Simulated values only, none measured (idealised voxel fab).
Process module in this document: voxel capacitor over wiring
For reference, the cross-section in this document is cut, with width 220 nm and square cells of 5 nm.
If you're reading a cross-section in this doc, picture square cells in a grid; it comes to you as bands, top ones listed first down to the bottom, and a band can be one or more rows of cells. Band entry format. Leading values: height of top, height of bottom, nm. Remainder: materials in left-to-right order, each with its width in nm. Special words: "everywhere" on a single material, which then fills the band edge to edge; "air", empty space. Below 0: as-received wafer, all one material; heights counted from there. Lowest band: no bottom, goes on down, written "top 0, no bottom". Graded width ("30->40"): value in top row of band = first number; value in bottom row = second number; row-to-row change constant. For the purposes of this document, the phrase "no modifications" attached to a step denotes that no cell within the cross-section was modified by that step. So "Completely enclosed voids" is basically the list of trapped voids: any empty space of 8 cells or more that can't reach the top through an opening. They're written width x height at distance, the distance being from the left edge, and it's all nm. Whatever follows a step's settings on its line is a remark the simulator itself makes about that step. The line of a step may include "overlay nm". On a step with a mask, this value is how far to the right of its planned place the mask lay. A negative value means the mask lay to the left.
-- These are the steps we planned for the process
1) RECEIVE, material Si
2) CONFORMAL_DEP, material SiO2, thk nm 15
3) CONFORMAL_DEP, material SiN, thk nm 5
4) DIRECTIONAL_DEP, material SiO2, thk nm 25
5) MASKED_ETCH, tone open, mask id METAL_1, width nm 20, pitch nm 80, etch materials SiO2, depth nm 25, overlay nm 0
6) MASKED_ETCH, tone open, mask id METAL_1, width nm 20, pitch nm 80, etch materials SiN, depth nm 5, overlay nm 0
7) CONFORMAL_DEP, material TiN, thk nm 5
8) FILL_DEP, material Ru, thk nm 10
9) CMP, height nm 45
10) EPI, material Ru, thk nm 5
11) FILL_DEP, material SiCN, thk nm 5
12) DIRECTIONAL_DEP, material lowk, thk nm 10
13) MASKED_ETCH, tone open, mask id PLUG_1, width nm 15, etch materials lowk, depth nm 10, overlay nm 0
14) MASKED_ETCH, tone open, mask id PLUG_1, width nm 15, etch materials SiCN, depth nm 5, overlay nm 0
15) EPI, material Ru, thk nm 10
16) EPI, material Ru, thk nm 5
17) DIRECTIONAL_DEP, material TiN, thk nm 10
18) DIRECTIONAL_DEP, material Al2O3, thk nm 5
19) DIRECTIONAL_DEP, material TiN, thk nm 10
20) PATTERN, tone cover, mask id UPPER_PLATE, material resist, width nm 65, thk nm 20, overlay nm 0
21) DIRECTIONAL_ETCH, etch materials TiN, depth nm 10
22) DIRECTIONAL_ETCH, etch materials Al2O3, depth nm 5
23) STRIP, etch materials resist
24) DIRECTIONAL_DEP, material aC, thk nm 15
25) PATTERN, tone cover, mask id LOWER_PLATE, material resist, width nm 75, thk nm 30, overlay nm 0
26) DIRECTIONAL_ETCH, etch materials aC, depth nm 15
27) STRIP, etch materials resist
28) DIRECTIONAL_ETCH, etch materials TiN, depth nm 10
29) STRIP, etch materials aC
30) FILL_DEP, material SiO2, thk nm 15
31) CMP, height nm 100
32) DIRECTIONAL_DEP, material aC, thk nm 15
33) PATTERN, tone open, mask id PLUG_2, material resist, width nm 15, thk nm 35, overlay nm 0
34) DIRECTIONAL_ETCH, etch materials aC, depth nm 15
35) STRIP, etch materials resist
36) DIRECTIONAL_ETCH, etch materials SiO2, depth nm 10
37) STRIP, etch materials aC
38) CONFORMAL_DEP, material TiN, thk nm 5
39) FILL_DEP, material Ru, thk nm 5
40) CMP, height nm 100
41) CONFORMAL_DEP, material SiN, thk nm 5
-- Below: the first of two wafers, run as planned
-- Wafer cross-section on receipt, i.e. after step 1
  top 0, no bottom  Si everywhere
  Completely enclosed voids: none
-- Sectional view: wafer, after step 2
  top 15, bottom 0  SiO2 everywhere
  below 0: unchanged
-- Sectional view: wafer, after step 3
  top 20, bottom 15  SiN everywhere
  below 15: unchanged
-- Sectional view: wafer, after step 4
  top 45, bottom 20  SiO2 everywhere
  below 20: unchanged
-- Sectional view: wafer, after step 5
  top 45, bottom 20  SiO2 60 nm, air 20 nm, SiO2 60 nm, air 20 nm, SiO2 60 nm
  below 20: unchanged
-- Sectional view: wafer, after step 6
  top 45, bottom 20  SiO2 60 nm, air 20 nm, SiO2 60 nm, air 20 nm, SiO2 60 nm
  top 20, bottom 15  SiN 60 nm, air 20 nm, SiN 60 nm, air 20 nm, SiN 60 nm
  below 15: unchanged
-- Sectional view: wafer, after step 7
  top 50, bottom 45  TiN 65 nm, air 10 nm, TiN 70 nm, air 10 nm, TiN 65 nm
  top 45, bottom 20  SiO2 60 nm, TiN 5 nm, air 10 nm, TiN 5 nm, SiO2 60 nm, TiN 5 nm, air 10 nm, TiN 5 nm, SiO2 60 nm
  top 20, bottom 15  SiN 60 nm, TiN 20 nm, SiN 60 nm, TiN 20 nm, SiN 60 nm
  below 15: unchanged
-- Sectional view: wafer, after step 8
  top 60, bottom 50  Ru everywhere
  top 50, bottom 45  TiN 65 nm, Ru 10 nm, TiN 70 nm, Ru 10 nm, TiN 65 nm
  top 45, bottom 20  SiO2 60 nm, TiN 5 nm, Ru 10 nm, TiN 5 nm, SiO2 60 nm, TiN 5 nm, Ru 10 nm, TiN 5 nm, SiO2 60 nm
  below 20: unchanged
-- Sectional view: wafer, after step 9
  top 45, bottom 20  SiO2 60 nm, TiN 5 nm, Ru 10 nm, TiN 5 nm, SiO2 60 nm, TiN 5 nm, Ru 10 nm, TiN 5 nm, SiO2 60 nm
  below 20: unchanged
-- Sectional view: wafer, after step 10
  top 50, bottom 45  air 55 nm, Ru 30 nm, air 50 nm, Ru 30 nm, air 55 nm
  below 45: unchanged
-- Sectional view: wafer, after step 11
  top 55, bottom 50  SiCN everywhere
  top 50, bottom 45  SiCN 55 nm, Ru 30 nm, SiCN 50 nm, Ru 30 nm, SiCN 55 nm
  below 45: unchanged
-- Sectional view: wafer, after step 12
  top 65, bottom 55  lowk everywhere
  below 55: unchanged
-- Sectional view: wafer, after step 13
  top 65, bottom 55  lowk 65 nm, air 15 nm, lowk 140 nm
  below 55: unchanged
-- Sectional view: wafer, after step 14
  top 65, bottom 55  lowk 65 nm, air 15 nm, lowk 140 nm
  top 55, bottom 50  SiCN 65 nm, air 15 nm, SiCN 140 nm
  below 50: unchanged
-- Sectional view: wafer, after step 15
  top 65, bottom 60  lowk 65 nm, air 15 nm, lowk 140 nm
  top 60, bottom 55  lowk 65 nm, Ru 15 nm, lowk 140 nm
  top 55, bottom 50  SiCN 65 nm, Ru 15 nm, SiCN 140 nm
  below 50: unchanged
-- Sectional view: wafer, after step 16
  top 65, bottom 55  lowk 65 nm, Ru 15 nm, lowk 140 nm
  below 55: unchanged
-- Sectional view: wafer, after step 17
  top 75, bottom 65  TiN everywhere
  below 65: unchanged
-- Sectional view: wafer, after step 18
  top 80, bottom 75  Al2O3 everywhere
  below 75: unchanged
-- Sectional view: wafer, after step 19
  top 90, bottom 80  TiN everywhere
  below 80: unchanged
-- Sectional view: wafer, after step 20
  top 110, bottom 90  air 65 nm, resist 65 nm, air 90 nm
  below 90: unchanged
-- Sectional view: wafer, after step 21
  top 110, bottom 90  air 65 nm, resist 65 nm, air 90 nm
  top 90, bottom 80  air 65 nm, TiN 65 nm, air 90 nm
  below 80: unchanged
-- Sectional view: wafer, after step 22
  top 110, bottom 90  air 65 nm, resist 65 nm, air 90 nm
  top 90, bottom 80  air 65 nm, TiN 65 nm, air 90 nm
  top 80, bottom 75  air 65 nm, Al2O3 65 nm, air 90 nm
  below 75: unchanged
-- Sectional view: wafer, after step 23
  top 90, bottom 80  air 65 nm, TiN 65 nm, air 90 nm
  below 80: unchanged
-- Sectional view: wafer, after step 24
  top 105, bottom 90  air 65 nm, aC 65 nm, air 90 nm
  top 90, bottom 80  aC 65 nm, TiN 65 nm, aC 90 nm
  top 80, bottom 75  aC 65 nm, Al2O3 65 nm, aC 90 nm
  below 75: unchanged
-- Sectional view: wafer, after step 25
  top 135, bottom 105  air 60 nm, resist 75 nm, air 85 nm
  top 105, bottom 90  air 60 nm, resist 5 nm, aC 65 nm, resist 5 nm, air 85 nm
  below 90: unchanged
-- Sectional view: wafer, after step 26
  top 120, bottom 105  air 60 nm, resist 75 nm, air 85 nm
  top 105, bottom 90  air 60 nm, resist 5 nm, aC 65 nm, resist 5 nm, air 85 nm
  top 90, bottom 80  air 60 nm, aC 5 nm, TiN 65 nm, aC 5 nm, air 85 nm
  top 80, bottom 75  air 60 nm, aC 5 nm, Al2O3 65 nm, aC 5 nm, air 85 nm
  below 75: unchanged
-- Sectional view: wafer, after step 27
  top 105, bottom 90  air 65 nm, aC 65 nm, air 90 nm
  below 90: unchanged
-- Sectional view: wafer, after step 28
  top 105, bottom 90  air 65 nm, aC 65 nm, air 90 nm
  top 90, bottom 80  air 60 nm, aC 5 nm, TiN 65 nm, aC 5 nm, air 85 nm
  top 80, bottom 75  air 60 nm, aC 5 nm, Al2O3 65 nm, aC 5 nm, air 85 nm
  top 75, bottom 65  air 60 nm, TiN 75 nm, air 85 nm
  below 65: unchanged
-- Sectional view: wafer, after step 29
  top 90, bottom 80  air 65 nm, TiN 65 nm, air 90 nm
  top 80, bottom 75  air 65 nm, Al2O3 65 nm, air 90 nm
  below 75: unchanged
-- Sectional view: wafer, after step 30
  top 105, bottom 90  SiO2 everywhere
  top 90, bottom 80  SiO2 65 nm, TiN 65 nm, SiO2 90 nm
  top 80, bottom 75  SiO2 65 nm, Al2O3 65 nm, SiO2 90 nm
  top 75, bottom 65  SiO2 60 nm, TiN 75 nm, SiO2 85 nm
  below 65: unchanged
-- Sectional view: wafer, after step 31
  top 100, bottom 90  SiO2 everywhere
  below 90: unchanged
-- Sectional view: wafer, after step 32
  top 115, bottom 100  aC everywhere
  below 100: unchanged
-- Sectional view: wafer, after step 33
  top 150, bottom 115  resist 75 nm, air 15 nm, resist 130 nm
  below 115: unchanged
-- Sectional view: wafer, after step 34
  top 135, bottom 115  resist 75 nm, air 15 nm, resist 130 nm
  top 115, bottom 100  aC 75 nm, air 15 nm, aC 130 nm
  below 100: unchanged
-- Sectional view: wafer, after step 35
  top 115, bottom 100  aC 75 nm, air 15 nm, aC 130 nm
  below 100: unchanged
-- Sectional view: wafer, after step 36
  top 115, bottom 100  aC 75 nm, air 15 nm, aC 130 nm
  top 100, bottom 90  SiO2 75 nm, air 15 nm, SiO2 130 nm
  below 90: unchanged
-- Sectional view: wafer, after step 37
  top 100, bottom 90  SiO2 75 nm, air 15 nm, SiO2 130 nm
  below 90: unchanged
-- Sectional view: wafer, after step 38
  top 105, bottom 100  TiN 80 nm, air 5 nm, TiN 135 nm
  top 100, bottom 95  SiO2 75 nm, TiN 5 nm, air 5 nm, TiN 5 nm, SiO2 130 nm
  top 95, bottom 90  SiO2 75 nm, TiN 15 nm, SiO2 130 nm
  below 90: unchanged
-- Sectional view: wafer, after step 39
  top 110, bottom 105  Ru everywhere
  top 105, bottom 100  TiN 80 nm, Ru 5 nm, TiN 135 nm
  top 100, bottom 95  SiO2 75 nm, TiN 5 nm, Ru 5 nm, TiN 5 nm, SiO2 130 nm
  below 95: unchanged
-- Sectional view: wafer, after step 40
  top 100, bottom 95  SiO2 75 nm, TiN 5 nm, Ru 5 nm, TiN 5 nm, SiO2 130 nm
  below 95: unchanged
-- Sectional view: wafer, after step 41
  top 105, bottom 100  SiN everywhere
  below 100: unchanged
-- Now the other wafer: same start, same recipe, but we messed up one thing when running it. Up to and including step 17 it's the same as the first one
Here is the second wafer in cross-section at the point where step 18 of the plan should have been done: no modifications
-- Here is the second wafer in cross-section at the point where step 19 of the plan should have been done
  top 85, bottom 65  TiN everywhere
  below 65: unchanged
-- Here is the second wafer in cross-section at the point where step 20 of the plan should have been done
  top 105, bottom 85  air 65 nm, resist 65 nm, air 90 nm
  below 85: unchanged
-- Here is the second wafer in cross-section at the point where step 21 of the plan should have been done
  top 105, bottom 85  air 65 nm, resist 65 nm, air 90 nm
  top 85, bottom 75  air 65 nm, TiN 65 nm, air 90 nm
  below 75: unchanged
Here is the second wafer in cross-section at the point where step 22 of the plan should have been done: no modifications
-- Here is the second wafer in cross-section at the point where step 23 of the plan should have been done
  top 85, bottom 75  air 65 nm, TiN 65 nm, air 90 nm
  below 75: unchanged
-- Here is the second wafer in cross-section at the point where step 24 of the plan should have been done
  top 100, bottom 90  air 65 nm, aC 65 nm, air 90 nm
  top 90, bottom 85  aC everywhere
  top 85, bottom 75  aC 65 nm, TiN 65 nm, aC 90 nm
  below 75: unchanged
-- Here is the second wafer in cross-section at the point where step 25 of the plan should have been done
  top 130, bottom 100  air 60 nm, resist 75 nm, air 85 nm
  top 100, bottom 90  air 60 nm, resist 5 nm, aC 65 nm, resist 5 nm, air 85 nm
  below 90: unchanged
-- Here is the second wafer in cross-section at the point where step 26 of the plan should have been done
  top 115, bottom 100  air 60 nm, resist 75 nm, air 85 nm
  top 100, bottom 90  air 60 nm, resist 5 nm, aC 65 nm, resist 5 nm, air 85 nm
  top 90, bottom 85  air 60 nm, aC 75 nm, air 85 nm
  top 85, bottom 75  air 60 nm, aC 5 nm, TiN 65 nm, aC 5 nm, air 85 nm
  below 75: unchanged
-- Here is the second wafer in cross-section at the point where step 27 of the plan should have been done
  top 100, bottom 90  air 65 nm, aC 65 nm, air 90 nm
  below 90: unchanged
-- Here is the second wafer in cross-section at the point where step 28 of the plan should have been done
  top 100, bottom 90  air 65 nm, aC 65 nm, air 90 nm
  top 90, bottom 85  air 60 nm, aC 75 nm, air 85 nm
  top 85, bottom 75  air 60 nm, aC 5 nm, TiN 65 nm, aC 5 nm, air 85 nm
  top 75, bottom 65  air 60 nm, TiN 75 nm, air 85 nm
  below 65: unchanged
-- Here is the second wafer in cross-section at the point where step 29 of the plan should have been done
  top 85, bottom 75  air 65 nm, TiN 65 nm, air 90 nm
  below 75: unchanged
-- Here is the second wafer in cross-section at the point where step 30 of the plan should have been done
  top 100, bottom 85  SiO2 everywhere
  top 85, bottom 75  SiO2 65 nm, TiN 65 nm, SiO2 90 nm
  top 75, bottom 65  SiO2 60 nm, TiN 75 nm, SiO2 85 nm
  below 65: unchanged
Here is the second wafer in cross-section at the point where step 31 of the plan should have been done: no modifications
-- Here is the second wafer in cross-section at the point where step 32 of the plan should have been done
  top 115, bottom 100  aC everywhere
  below 100: unchanged
-- Here is the second wafer in cross-section at the point where step 33 of the plan should have been done
  top 150, bottom 115  resist 75 nm, air 15 nm, resist 130 nm
  below 115: unchanged
-- Here is the second wafer in cross-section at the point where step 34 of the plan should have been done
  top 135, bottom 115  resist 75 nm, air 15 nm, resist 130 nm
  top 115, bottom 100  aC 75 nm, air 15 nm, aC 130 nm
  below 100: unchanged
-- Here is the second wafer in cross-section at the point where step 35 of the plan should have been done
  top 115, bottom 100  aC 75 nm, air 15 nm, aC 130 nm
  below 100: unchanged
-- Here is the second wafer in cross-section at the point where step 36 of the plan should have been done
  top 115, bottom 100  aC 75 nm, air 15 nm, aC 130 nm
  top 100, bottom 90  SiO2 75 nm, air 15 nm, SiO2 130 nm
  below 90: unchanged
-- Here is the second wafer in cross-section at the point where step 37 of the plan should have been done
  top 100, bottom 90  SiO2 75 nm, air 15 nm, SiO2 130 nm
  below 90: unchanged
-- Here is the second wafer in cross-section at the point where step 38 of the plan should have been done
  top 105, bottom 100  TiN 80 nm, air 5 nm, TiN 135 nm
  top 100, bottom 95  SiO2 75 nm, TiN 5 nm, air 5 nm, TiN 5 nm, SiO2 130 nm
  top 95, bottom 90  SiO2 75 nm, TiN 15 nm, SiO2 130 nm
  below 90: unchanged
-- Here is the second wafer in cross-section at the point where step 39 of the plan should have been done
  top 110, bottom 105  Ru everywhere
  top 105, bottom 100  TiN 80 nm, Ru 5 nm, TiN 135 nm
  top 100, bottom 95  SiO2 75 nm, TiN 5 nm, Ru 5 nm, TiN 5 nm, SiO2 130 nm
  below 95: unchanged
-- Here is the second wafer in cross-section at the point where step 40 of the plan should have been done
  top 100, bottom 95  SiO2 75 nm, TiN 5 nm, Ru 5 nm, TiN 5 nm, SiO2 130 nm
  below 95: unchanged
-- Here is the second wafer in cross-section at the point where step 41 of the plan should have been done
  top 105, bottom 100  SiN everywhere
  below 100: unchanged
Short version of what went wrong: plan step 18 never ran because it was skipped
Final wafer comparison in cells, second versus first, more or fewer per material: 13 fewer of Al2O3; 13 more of SiO2
